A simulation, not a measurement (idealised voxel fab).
The process module presented herein is designated voxel gate over fins.
Cross-section cut: width 255 nm, square cells of 5 nm.
Heads up, the way a cross-section reads in here is a grid of square cells, handed over as bands from the top down, with every band being one or more rows of cells.
First you get the band's top height and its bottom height, in nm, and then the materials it's made of, left to right, with each width in nm. If you see a single material with "all across", that one covers the band edge to edge. "empty" is empty space.
Height is counted from the level 0, under which the received wafer is composed throughout of one material. The lowest of the bands is not closed at the bottom but continues downward, in the notation "0..down".
Think of "30..40" as a width that walks from the first number to the second as you go down the band, top row to bottom row, taking equal-sized steps from row to row.
Where the words "nothing different" appear for a step, the cross-section shows no cell changed by that step; every cell remained as before.
Heads up: "Cavities, sealed" only lists the empty pockets with no open path to the top that are 8 cells or more, and it writes them as width x height at distance, distance from the left edge, in nm.
Text after the settings on a step's line: the simulator's own remark on that step.
"overlay nm" answers the question of how far to the right of plan the mask lay on a step that has a mask, and when it is negative the answer is to the left.
-- These are the steps we planned for the process
step 1: RECEIVE [material Si]
step 2: CONFORMAL_DEP [material SiN] [thk nm 10]
step 3: DIRECTIONAL_DEP [material aC] [thk nm 10]
step 4: PATTERN [tone cover] [mask id FINS] [material resist] [width nm 15] [pitch nm 50] [thk nm 30] [overlay nm 0]
step 5: DIRECTIONAL_ETCH [etch materials aC] [depth nm 10]
step 6: STRIP [etch materials resist]
step 7: DIRECTIONAL_ETCH [etch materials SiN] [depth nm 10]
step 8: DIRECTIONAL_ETCH [etch materials Si] [depth nm 35]
step 9: STRIP [etch materials aC]
step 10: OXIDIZE [depth nm 5]
step 11: FILL_DEP [material SiO2] [thk nm 5]
step 12: CMP [height nm 10]
step 13: DIRECTIONAL_DEP [material aC] [thk nm 15]
step 14: PATTERN [tone open] [mask id RAIL] [material resist] [width nm 15] [thk nm 35] [overlay nm 0]
step 15: DIRECTIONAL_ETCH [etch materials aC] [depth nm 15]
step 16: STRIP [etch materials resist]
step 17: DIRECTIONAL_ETCH [etch materials SiO2] [depth nm 40]
step 18: STRIP [etch materials aC]
step 19: CONFORMAL_DEP [material TiN] [thk nm 5]
step 20: FILL_DEP [material Ru] [thk nm 10]
step 21: CMP [height nm 10]
step 22: SELECTIVE_ETCH [etch materials W Ru TiN] [depth nm 35]
step 23: FILL_DEP [material SiO2] [thk nm 5]
step 24: CMP [height nm 10]
step 25: SELECTIVE_ETCH [etch materials SiO2] [depth nm 25]
step 26: STRIP [etch materials SiN]
step 27: CONFORMAL_DEP [material HfO2] [thk nm 5]
step 28: CONFORMAL_DEP [material TiN] [thk nm 5]
step 29: CONFORMAL_DEP [material TiAl] [thk nm 5]
step 30: CONFORMAL_DEP [material TiN] [thk nm 5]
step 31: FILL_DEP [material W] [thk nm 10]
step 32: CMP [height nm 25]
step 33: CONFORMAL_DEP [material SiCN] [thk nm 10]
-- First wafer of two (run as planned)
-- as received, after step 1
> 0..down | Si all across
> Cavities, sealed: none
-- Take a look at the wafer's cross-section after step 2
> 10..0 | SiN all across
> Whatever lies below 0 is exactly as it was before.
-- Take a look at the wafer's cross-section after step 3
> 20..10 | aC all across
> Whatever lies below 10 is exactly as it was before.
-- Take a look at the wafer's cross-section after step 4
> 50..20 | empty: 70, resist: 15, empty: 35, resist: 15, empty: 35, resist: 15, empty: 70
> Whatever lies below 20 is exactly as it was before.
-- Take a look at the wafer's cross-section after step 5
> 40..20 | empty: 70, resist: 15, empty: 35, resist: 15, empty: 35, resist: 15, empty: 70
> 20..10 | empty: 70, aC: 15, empty: 35, aC: 15, empty: 35, aC: 15, empty: 70
> Whatever lies below 10 is exactly as it was before.
-- Take a look at the wafer's cross-section after step 6
> 20..10 | empty: 70, aC: 15, empty: 35, aC: 15, empty: 35, aC: 15, empty: 70
> Whatever lies below 10 is exactly as it was before.
-- Take a look at the wafer's cross-section after step 7
> 20..10 | empty: 70, aC: 15, empty: 35, aC: 15, empty: 35, aC: 15, empty: 70
> 10..0 | empty: 70, SiN: 15, empty: 35, SiN: 15, empty: 35, SiN: 15, empty: 70
> Whatever lies below 0 is exactly as it was before.
-- Take a look at the wafer's cross-section after step 8
> 20..10 | empty: 70, aC: 15, empty: 35, aC: 15, empty: 35, aC: 15, empty: 70
> 10..0 | empty: 70, SiN: 15, empty: 35, SiN: 15, empty: 35, SiN: 15, empty: 70
> 0..-35 | empty: 70, Si: 15, empty: 35, Si: 15, empty: 35, Si: 15, empty: 70
> Whatever lies below -35 is exactly as it was before.
-- Take a look at the wafer's cross-section after step 9
> 10..0 | empty: 70, SiN: 15, empty: 35, SiN: 15, empty: 35, SiN: 15, empty: 70
> Whatever lies below 0 is exactly as it was before.
-- Take a look at the wafer's cross-section after step 10
> 10..0 | empty: 70, SiN: 15, empty: 35, SiN: 15, empty: 35, SiN: 15, empty: 70
> 0..-35 | empty: 70, SiO2: 5, Si: 5, SiO2: 5, empty: 35, SiO2: 5, Si: 5, SiO2: 5, empty: 35, SiO2: 5, Si: 5, SiO2: 5, empty: 70
> -35..-40 | SiO2: 75, Si: 5, SiO2: 45, Si: 5, SiO2: 45, Si: 5, SiO2: 75
> Whatever lies below -40 is exactly as it was before.
-- Take a look at the wafer's cross-section after step 11
> 15..10 | SiO2 all across
> 10..0 | SiO2: 70, SiN: 15, SiO2: 35, SiN: 15, SiO2: 35, SiN: 15, SiO2: 70
> 0..-40 | SiO2: 75, Si: 5, SiO2: 45, Si: 5, SiO2: 45, Si: 5, SiO2: 75
> Whatever lies below -40 is exactly as it was before.
-- Take a look at the wafer's cross-section after step 12
> 10..0 | SiO2: 70, SiN: 15, SiO2: 35, SiN: 15, SiO2: 35, SiN: 15, SiO2: 70
> Whatever lies below 0 is exactly as it was before.
-- Take a look at the wafer's cross-section after step 13
> 25..10 | aC all across
> Whatever lies below 10 is exactly as it was before.
-- Take a look at the wafer's cross-section after step 14
> 60..25 | resist: 95, empty: 15, resist: 145
> Whatever lies below 25 is exactly as it was before.
-- Take a look at the wafer's cross-section after step 15
> 45..25 | resist: 95, empty: 15, resist: 145
> 25..10 | aC: 95, empty: 15, aC: 145
> Whatever lies below 10 is exactly as it was before.
-- Take a look at the wafer's cross-section after step 16
> 25..10 | aC: 95, empty: 15, aC: 145
> Whatever lies below 10 is exactly as it was before.
-- Take a look at the wafer's cross-section after step 17
> 25..10 | aC: 95, empty: 15, aC: 145
> 10..0 | SiO2: 70, SiN: 15, SiO2: 10, empty: 15, SiO2: 10, SiN: 15, SiO2: 35, SiN: 15, SiO2: 70
> 0..-30 | SiO2: 75, Si: 5, SiO2: 15, empty: 15, SiO2: 15, Si: 5, SiO2: 45, Si: 5, SiO2: 75
> Whatever lies below -30 is exactly as it was before.
-- Take a look at the wafer's cross-section after step 18
> 10..0 | SiO2: 70, SiN: 15, SiO2: 10, empty: 15, SiO2: 10, SiN: 15, SiO2: 35, SiN: 15, SiO2: 70
> Whatever lies below 0 is exactly as it was before.
-- Take a look at the wafer's cross-section after step 19
> 15..10 | TiN: 100, empty: 5, TiN: 150
> 10..0 | SiO2: 70, SiN: 15, SiO2: 10, TiN: 5, empty: 5, TiN: 5, SiO2: 10, SiN: 15, SiO2: 35, SiN: 15, SiO2: 70
> 0..-25 | SiO2: 75, Si: 5, SiO2: 15, TiN: 5, empty: 5, TiN: 5, SiO2: 15, Si: 5, SiO2: 45, Si: 5, SiO2: 75
> -25..-30 | SiO2: 75, Si: 5, SiO2: 15, TiN: 15, SiO2: 15, Si: 5, SiO2: 45, Si: 5, SiO2: 75
> Whatever lies below -30 is exactly as it was before.
-- Take a look at the wafer's cross-section after step 20
> 25..15 | Ru all across
> 15..10 | TiN: 100, Ru: 5, TiN: 150
> 10..0 | SiO2: 70, SiN: 15, SiO2: 10, TiN: 5, Ru: 5, TiN: 5, SiO2: 10, SiN: 15, SiO2: 35, SiN: 15, SiO2: 70
> 0..-25 | SiO2: 75, Si: 5, SiO2: 15, TiN: 5, Ru: 5, TiN: 5, SiO2: 15, Si: 5, SiO2: 45, Si: 5, SiO2: 75
> Whatever lies below -25 is exactly as it was before.
-- Take a look at the wafer's cross-section after step 21
> 10..0 | SiO2: 70, SiN: 15, SiO2: 10, TiN: 5, Ru: 5, TiN: 5, SiO2: 10, SiN: 15, SiO2: 35, SiN: 15, SiO2: 70
> Whatever lies below 0 is exactly as it was before.
-- Take a look at the wafer's cross-section after step 22
> 10..0 | SiO2: 70, SiN: 15, SiO2: 10, empty: 15, SiO2: 10, SiN: 15, SiO2: 35, SiN: 15, SiO2: 70
> 0..-25 | SiO2: 75, Si: 5, SiO2: 15, empty: 15, SiO2: 15, Si: 5, SiO2: 45, Si: 5, SiO2: 75
> Whatever lies below -25 is exactly as it was before.
-- Take a look at the wafer's cross-section after step 23
> 15..10 | SiO2 all across
> 10..0 | SiO2: 70, SiN: 15, SiO2: 35, SiN: 15, SiO2: 35, SiN: 15, SiO2: 70
> 0..-25 | SiO2: 75, Si: 5, SiO2: 45, Si: 5, SiO2: 45, Si: 5, SiO2: 75
> Whatever lies below -25 is exactly as it was before.
-- Take a look at the wafer's cross-section after step 24
> 10..0 | SiO2: 70, SiN: 15, SiO2: 35, SiN: 15, SiO2: 35, SiN: 15, SiO2: 70
> Whatever lies below 0 is exactly as it was before.
-- Take a look at the wafer's cross-section after step 25
> 10..0 | empty: 70, SiN: 15, empty: 35, SiN: 15, empty: 35, SiN: 15, empty: 70
> 0..-15 | empty: 75, Si: 5, empty: 45, Si: 5, empty: 45, Si: 5, empty: 75
> Whatever lies below -15 is exactly as it was before.
-- Take a look at the wafer's cross-section after step 26
> 0..-15 | empty: 75, Si: 5, empty: 45, Si: 5, empty: 45, Si: 5, empty: 75
> Whatever lies below -15 is exactly as it was before.
-- Take a look at the wafer's cross-section after step 27
> 5..0 | empty: 70, HfO2: 15, empty: 35, HfO2: 15, empty: 35, HfO2: 15, empty: 70
> 0..-10 | empty: 70, HfO2: 5, Si: 5, HfO2: 5, empty: 35, HfO2: 5, Si: 5, HfO2: 5, empty: 35, HfO2: 5, Si: 5, HfO2: 5, empty: 70
> -10..-15 | HfO2: 75, Si: 5, HfO2: 45, Si: 5, HfO2: 45, Si: 5, HfO2: 75
> Whatever lies below -15 is exactly as it was before.
-- Take a look at the wafer's cross-section after step 28
> 10..5 | empty: 65, TiN: 25, empty: 25, TiN: 25, empty: 25, TiN: 25, empty: 65
> 5..0 | empty: 65, TiN: 5, HfO2: 15, TiN: 5, empty: 25, TiN: 5, HfO2: 15, TiN: 5, empty: 25, TiN: 5, HfO2: 15, TiN: 5, empty: 65
> 0..-5 | empty: 65, TiN: 5, HfO2: 5, Si: 5, HfO2: 5, TiN: 5, empty: 25, TiN: 5, HfO2: 5, Si: 5, HfO2: 5, TiN: 5, empty: 25, TiN: 5, HfO2: 5, Si: 5, HfO2: 5, TiN: 5, empty: 65
> -5..-10 | TiN: 70, HfO2: 5, Si: 5, HfO2: 5, TiN: 35, HfO2: 5, Si: 5, HfO2: 5, TiN: 35, HfO2: 5, Si: 5, HfO2: 5, TiN: 70
> Whatever lies below -10 is exactly as it was before.
-- Take a look at the wafer's cross-section after step 29
> 15..10 | empty: 60, TiAl: 35, empty: 15, TiAl: 35, empty: 15, TiAl: 35, empty: 60
> 10..5 | empty: 60, TiAl: 5, TiN: 25, TiAl: 5, empty: 15, TiAl: 5, TiN: 25, TiAl: 5, empty: 15, TiAl: 5, TiN: 25, TiAl: 5, empty: 60
> 5..0 | empty: 60, TiAl: 5, TiN: 5, HfO2: 15, TiN: 5, TiAl: 5, empty: 15, TiAl: 5, TiN: 5, HfO2: 15, TiN: 5, TiAl: 5, empty: 15, TiAl: 5, TiN: 5, HfO2: 15, TiN: 5, TiAl: 5, empty: 60
> 0..-5 | TiAl: 65, TiN: 5, HfO2: 5, Si: 5, HfO2: 5, TiN: 5, TiAl: 25, TiN: 5, HfO2: 5, Si: 5, HfO2: 5, TiN: 5, TiAl: 25, TiN: 5, HfO2: 5, Si: 5, HfO2: 5, TiN: 5, TiAl: 65
> Whatever lies below -5 is exactly as it was before.
-- Take a look at the wafer's cross-section after step 30
> 20..15 | empty: 55, TiN: 45, empty: 5, TiN: 45, empty: 5, TiN: 45, empty: 55
> 15..10 | empty: 55, TiN: 5, TiAl: 35, TiN: 5, empty: 5, TiN: 5, TiAl: 35, TiN: 5, empty: 5, TiN: 5, TiAl: 35, TiN: 5, empty: 55
> 10..5 | empty: 55, TiN: 5, TiAl: 5, TiN: 25, TiAl: 5, TiN: 5, empty: 5, TiN: 5, TiAl: 5, TiN: 25, TiAl: 5, TiN: 5, empty: 5, TiN: 5, TiAl: 5, TiN: 25, TiAl: 5, TiN: 5, empty: 55
> 5..0 | TiN: 60, TiAl: 5, TiN: 5, HfO2: 15, TiN: 5, TiAl: 5, TiN: 15, TiAl: 5, TiN: 5, HfO2: 15, TiN: 5, TiAl: 5, TiN: 15, TiAl: 5, TiN: 5, HfO2: 15, TiN: 5, TiAl: 5, TiN: 60
> Whatever lies below 0 is exactly as it was before.
-- Take a look at the wafer's cross-section after step 31
> 30..20 | W all across
> 20..15 | W: 55, TiN: 45, W: 5, TiN: 45, W: 5, TiN: 45, W: 55
> 15..10 | W: 55, TiN: 5, TiAl: 35, TiN: 5, W: 5, TiN: 5, TiAl: 35, TiN: 5, W: 5, TiN: 5, TiAl: 35, TiN: 5, W: 55
> 10..5 | W: 55, TiN: 5, TiAl: 5, TiN: 25, TiAl: 5, TiN: 5, W: 5, TiN: 5, TiAl: 5, TiN: 25, TiAl: 5, TiN: 5, W: 5, TiN: 5, TiAl: 5, TiN: 25, TiAl: 5, TiN: 5, W: 55
> Whatever lies below 5 is exactly as it was before.
-- Take a look at the wafer's cross-section after step 32
> 25..20 | W all across
> Whatever lies below 20 is exactly as it was before.
-- Take a look at the wafer's cross-section after step 33
> 35..25 | SiCN all across
> Whatever lies below 25 is exactly as it was before.
-- Second wafer: same start and same plan as the first, one execution error; identical to the first through step 7
-- The second wafer in cross-section, at the planned close of step 8
> 20..10 | empty: 70, aC: 15, empty: 35, aC: 15, empty: 35, aC: 15, empty: 70
> 10..0 | empty: 70, SiN: 15, empty: 35, SiN: 15, empty: 35, SiN: 15, empty: 70
> 0..-70 | empty: 70, Si: 15, empty: 35, Si: 15, empty: 35, Si: 15, empty: 70
> Whatever lies below -70 is exactly as it was before.
-- The second wafer in cross-section, at the planned close of step 9
> 10..0 | empty: 70, SiN: 15, empty: 35, SiN: 15, empty: 35, SiN: 15, empty: 70
> Whatever lies below 0 is exactly as it was before.
-- The second wafer in cross-section, at the planned close of step 10
> 10..0 | empty: 70, SiN: 15, empty: 35, SiN: 15, empty: 35, SiN: 15, empty: 70
> 0..-70 | empty: 70, SiO2: 5, Si: 5, SiO2: 5, empty: 35, SiO2: 5, Si: 5, SiO2: 5, empty: 35, SiO2: 5, Si: 5, SiO2: 5, empty: 70
> -70..-75 | SiO2: 75, Si: 5, SiO2: 45, Si: 5, SiO2: 45, Si: 5, SiO2: 75
> Whatever lies below -75 is exactly as it was before.
-- The second wafer in cross-section, at the planned close of step 11
> 15..10 | SiO2 all across
> 10..0 | SiO2: 70, SiN: 15, SiO2: 35, SiN: 15, SiO2: 35, SiN: 15, SiO2: 70
> 0..-75 | SiO2: 75, Si: 5, SiO2: 45, Si: 5, SiO2: 45, Si: 5, SiO2: 75
> Whatever lies below -75 is exactly as it was before.
-- The second wafer in cross-section, at the planned close of step 12
> 10..0 | SiO2: 70, SiN: 15, SiO2: 35, SiN: 15, SiO2: 35, SiN: 15, SiO2: 70
> Whatever lies below 0 is exactly as it was before.
-- The second wafer in cross-section, at the planned close of step 13
> 25..10 | aC all across
> Whatever lies below 10 is exactly as it was before.
-- The second wafer in cross-section, at the planned close of step 14
> 60..25 | resist: 95, empty: 15, resist: 145
> Whatever lies below 25 is exactly as it was before.
-- The second wafer in cross-section, at the planned close of step 15
> 45..25 | resist: 95, empty: 15, resist: 145
> 25..10 | aC: 95, empty: 15, aC: 145
> Whatever lies below 10 is exactly as it was before.
-- The second wafer in cross-section, at the planned close of step 16
> 25..10 | aC: 95, empty: 15, aC: 145
> Whatever lies below 10 is exactly as it was before.
-- The second wafer in cross-section, at the planned close of step 17
> 25..10 | aC: 95, empty: 15, aC: 145
> 10..0 | SiO2: 70, SiN: 15, SiO2: 10, empty: 15, SiO2: 10, SiN: 15, SiO2: 35, SiN: 15, SiO2: 70
> 0..-30 | SiO2: 75, Si: 5, SiO2: 15, empty: 15, SiO2: 15, Si: 5, SiO2: 45, Si: 5, SiO2: 75
> Whatever lies below -30 is exactly as it was before.
-- The second wafer in cross-section, at the planned close of step 18
> 10..0 | SiO2: 70, SiN: 15, SiO2: 10, empty: 15, SiO2: 10, SiN: 15, SiO2: 35, SiN: 15, SiO2: 70
> Whatever lies below 0 is exactly as it was before.
-- The second wafer in cross-section, at the planned close of step 19
> 15..10 | TiN: 100, empty: 5, TiN: 150
> 10..0 | SiO2: 70, SiN: 15, SiO2: 10, TiN: 5, empty: 5, TiN: 5, SiO2: 10, SiN: 15, SiO2: 35, SiN: 15, SiO2: 70
> 0..-25 | SiO2: 75, Si: 5, SiO2: 15, TiN: 5, empty: 5, TiN: 5, SiO2: 15, Si: 5, SiO2: 45, Si: 5, SiO2: 75
> -25..-30 | SiO2: 75, Si: 5, SiO2: 15, TiN: 15, SiO2: 15, Si: 5, SiO2: 45, Si: 5, SiO2: 75
> Whatever lies below -30 is exactly as it was before.
-- The second wafer in cross-section, at the planned close of step 20
> 25..15 | Ru all across
> 15..10 | TiN: 100, Ru: 5, TiN: 150
> 10..0 | SiO2: 70, SiN: 15, SiO2: 10, TiN: 5, Ru: 5, TiN: 5, SiO2: 10, SiN: 15, SiO2: 35, SiN: 15, SiO2: 70
> 0..-25 | SiO2: 75, Si: 5, SiO2: 15, TiN: 5, Ru: 5, TiN: 5, SiO2: 15, Si: 5, SiO2: 45, Si: 5, SiO2: 75
> Whatever lies below -25 is exactly as it was before.
-- The second wafer in cross-section, at the planned close of step 21
> 10..0 | SiO2: 70, SiN: 15, SiO2: 10, TiN: 5, Ru: 5, TiN: 5, SiO2: 10, SiN: 15, SiO2: 35, SiN: 15, SiO2: 70
> Whatever lies below 0 is exactly as it was before.
-- The second wafer in cross-section, at the planned close of step 22
> 10..0 | SiO2: 70, SiN: 15, SiO2: 10, empty: 15, SiO2: 10, SiN: 15, SiO2: 35, SiN: 15, SiO2: 70
> 0..-25 | SiO2: 75, Si: 5, SiO2: 15, empty: 15, SiO2: 15, Si: 5, SiO2: 45, Si: 5, SiO2: 75
> Whatever lies below -25 is exactly as it was before.
-- The second wafer in cross-section, at the planned close of step 23
> 15..10 | SiO2 all across
> 10..0 | SiO2: 70, SiN: 15, SiO2: 35, SiN: 15, SiO2: 35, SiN: 15, SiO2: 70
> 0..-25 | SiO2: 75, Si: 5, SiO2: 45, Si: 5, SiO2: 45, Si: 5, SiO2: 75
> Whatever lies below -25 is exactly as it was before.
-- The second wafer in cross-section, at the planned close of step 24
> 10..0 | SiO2: 70, SiN: 15, SiO2: 35, SiN: 15, SiO2: 35, SiN: 15, SiO2: 70
> Whatever lies below 0 is exactly as it was before.
-- The second wafer in cross-section, at the planned close of step 25
> 10..0 | empty: 70, SiN: 15, empty: 35, SiN: 15, empty: 35, SiN: 15, empty: 70
> 0..-15 | empty: 75, Si: 5, empty: 45, Si: 5, empty: 45, Si: 5, empty: 75
> Whatever lies below -15 is exactly as it was before.
-- The second wafer in cross-section, at the planned close of step 26
> 0..-15 | empty: 75, Si: 5, empty: 45, Si: 5, empty: 45, Si: 5, empty: 75
> Whatever lies below -15 is exactly as it was before.
-- The second wafer in cross-section, at the planned close of step 27
> 5..0 | empty: 70, HfO2: 15, empty: 35, HfO2: 15, empty: 35, HfO2: 15, empty: 70
> 0..-10 | empty: 70, HfO2: 5, Si: 5, HfO2: 5, empty: 35, HfO2: 5, Si: 5, HfO2: 5, empty: 35, HfO2: 5, Si: 5, HfO2: 5, empty: 70
> -10..-15 | HfO2: 75, Si: 5, HfO2: 45, Si: 5, HfO2: 45, Si: 5, HfO2: 75
> Whatever lies below -15 is exactly as it was before.
-- The second wafer in cross-section, at the planned close of step 28
> 10..5 | empty: 65, TiN: 25, empty: 25, TiN: 25, empty: 25, TiN: 25, empty: 65
> 5..0 | empty: 65, TiN: 5, HfO2: 15, TiN: 5, empty: 25, TiN: 5, HfO2: 15, TiN: 5, empty: 25, TiN: 5, HfO2: 15, TiN: 5, empty: 65
> 0..-5 | empty: 65, TiN: 5, HfO2: 5, Si: 5, HfO2: 5, TiN: 5, empty: 25, TiN: 5, HfO2: 5, Si: 5, HfO2: 5, TiN: 5, empty: 25, TiN: 5, HfO2: 5, Si: 5, HfO2: 5, TiN: 5, empty: 65
> -5..-10 | TiN: 70, HfO2: 5, Si: 5, HfO2: 5, TiN: 35, HfO2: 5, Si: 5, HfO2: 5, TiN: 35, HfO2: 5, Si: 5, HfO2: 5, TiN: 70
> Whatever lies below -10 is exactly as it was before.
-- The second wafer in cross-section, at the planned close of step 29
> 15..10 | empty: 60, TiAl: 35, empty: 15, TiAl: 35, empty: 15, TiAl: 35, empty: 60
> 10..5 | empty: 60, TiAl: 5, TiN: 25, TiAl: 5, empty: 15, TiAl: 5, TiN: 25, TiAl: 5, empty: 15, TiAl: 5, TiN: 25, TiAl: 5, empty: 60
> 5..0 | empty: 60, TiAl: 5, TiN: 5, HfO2: 15, TiN: 5, TiAl: 5, empty: 15, TiAl: 5, TiN: 5, HfO2: 15, TiN: 5, TiAl: 5, empty: 15, TiAl: 5, TiN: 5, HfO2: 15, TiN: 5, TiAl: 5, empty: 60
> 0..-5 | TiAl: 65, TiN: 5, HfO2: 5, Si: 5, HfO2: 5, TiN: 5, TiAl: 25, TiN: 5, HfO2: 5, Si: 5, HfO2: 5, TiN: 5, TiAl: 25, TiN: 5, HfO2: 5, Si: 5, HfO2: 5, TiN: 5, TiAl: 65
> Whatever lies below -5 is exactly as it was before.
-- The second wafer in cross-section, at the planned close of step 30
> 20..15 | empty: 55, TiN: 45, empty: 5, TiN: 45, empty: 5, TiN: 45, empty: 55
> 15..10 | empty: 55, TiN: 5, TiAl: 35, TiN: 5, empty: 5, TiN: 5, TiAl: 35, TiN: 5, empty: 5, TiN: 5, TiAl: 35, TiN: 5, empty: 55
> 10..5 | empty: 55, TiN: 5, TiAl: 5, TiN: 25, TiAl: 5, TiN: 5, empty: 5, TiN: 5, TiAl: 5, TiN: 25, TiAl: 5, TiN: 5, empty: 5, TiN: 5, TiAl: 5, TiN: 25, TiAl: 5, TiN: 5, empty: 55
> 5..0 | TiN: 60, TiAl: 5, TiN: 5, HfO2: 15, TiN: 5, TiAl: 5, TiN: 15, TiAl: 5, TiN: 5, HfO2: 15, TiN: 5, TiAl: 5, TiN: 15, TiAl: 5, TiN: 5, HfO2: 15, TiN: 5, TiAl: 5, TiN: 60
> Whatever lies below 0 is exactly as it was before.
-- The second wafer in cross-section, at the planned close of step 31
> 30..20 | W all across
> 20..15 | W: 55, TiN: 45, W: 5, TiN: 45, W: 5, TiN: 45, W: 55
> 15..10 | W: 55, TiN: 5, TiAl: 35, TiN: 5, W: 5, TiN: 5, TiAl: 35, TiN: 5, W: 5, TiN: 5, TiAl: 35, TiN: 5, W: 55
> 10..5 | W: 55, TiN: 5, TiAl: 5, TiN: 25, TiAl: 5, TiN: 5, W: 5, TiN: 5, TiAl: 5, TiN: 25, TiAl: 5, TiN: 5, W: 5, TiN: 5, TiAl: 5, TiN: 25, TiAl: 5, TiN: 5, W: 55
> Whatever lies below 5 is exactly as it was before.
-- The second wafer in cross-section, at the planned close of step 32
> 25..20 | W all across
> Whatever lies below 20 is exactly as it was before.
-- The second wafer in cross-section, at the planned close of step 33
> 35..25 | SiCN all across
> Whatever lies below 25 is exactly as it was before.
Diagnosis: twice over, step 8 of the plan was run
Upon completion, the second wafer contains, in terms of cells, a greater or smaller amount of certain materials than the first wafer: 336 fewer of Si, 336 more of SiO2
